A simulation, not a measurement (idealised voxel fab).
Module name: voxel quadruple lines (process module)
Cross-section cut spans 215 nm and uses square cells 5 nm in size.
In this document a cross-section is written as a grid of square cells. It is given as a series of bands, listed from the top down, and a band is one or more rows of cells.
Read a band's entry like this: the first values are the height of its top and the height of its bottom in nm, and what follows is the sequence of materials from left to right, each with its width in nm. Note that "blank" is empty space, and that a single material marked "full width" reaches across the band from edge to edge.
For the purposes of this specification, 0 denotes the height below which the wafer in its as-received condition is composed wholly of one material, and the lowermost band, lacking a lower limit, extends downward without end, as expressed in "0 and below".
You'd read "30..40" like this: the band's top row of cells is as wide as the first number, its bottom row is as wide as the second, and going down, every row changes width by the same amount as the row before did.
Step marked "no modifications"? Then no cell in the cross-section changed in it.
Voids not open to the top, 8 cells minimum: see "Sealed void listing". Written width x height at distance; distance is from the left edge; nm.
Read whatever lies past the settings on a step's line as the simulator's own remark about the step.
overlay nm: how far to the right of its planned place the mask lay on this masked step (negative: to the left).
[This section lists the process steps that were planned]
step 1: op RECEIVE | material Si
step 2: op CONFORMAL_DEP | material Al2O3 | thk nm 5
step 3: op DIRECTIONAL_DEP | material TiN | thk nm 15
step 4: op DIRECTIONAL_DEP | material polySi | thk nm 15
step 5: op DIRECTIONAL_DEP | material aC | thk nm 20
step 6: op PATTERN | tone cover | mask id MANDREL | material resist | width nm 20 | thk nm 30 | overlay nm -15
step 7: op DIRECTIONAL_ETCH | etch materials aC | depth nm 20
step 8: op STRIP | etch materials resist
step 9: op CONFORMAL_DEP | material SiO2 | thk nm 10
step 10: op DIRECTIONAL_ETCH | etch materials SiO2 | depth nm 10
step 11: op STRIP | etch materials aC
step 12: op DIRECTIONAL_ETCH | etch materials polySi | depth nm 15
step 13: op STRIP | etch materials SiO2
step 14: op CONFORMAL_DEP | material SiCN | thk nm 5
step 15: op DIRECTIONAL_ETCH | etch materials SiCN | depth nm 5
step 16: op STRIP | etch materials polySi
step 17: op DIRECTIONAL_ETCH | etch materials TiN | depth nm 15
step 18: op STRIP | etch materials SiCN
Across this set of wafers, the varied parameter is the overlay nm of step 6. Starting conditions are identical for every wafer, and the plan reports the value assigned to the first wafer.
[As-received cross-section, first of several wafers, post step 1]
	0 and below = Si full width
	Sealed void listing: none
[Note: the following table is arranged by wafer, a row apiece. Each row reports the end-of-module state: per material, cells gained (+) or cells lost (-) compared with the wafer as received; closed voids follow]
overlay nm -15; +43 Al2O3; +12 TiN; Sealed void listing: none
overlay nm -10; +43 Al2O3; +12 TiN; Sealed void listing: none
overlay nm -5; +43 Al2O3; +12 TiN; Sealed void listing: none
overlay nm 0; +43 Al2O3; +12 TiN; Sealed void listing: none
overlay nm 5; +43 Al2O3; +12 TiN; Sealed void listing: none
overlay nm 10; +43 Al2O3; +12 TiN; Sealed void listing: none
overlay nm 15; +43 Al2O3; +12 TiN; Sealed void listing: none
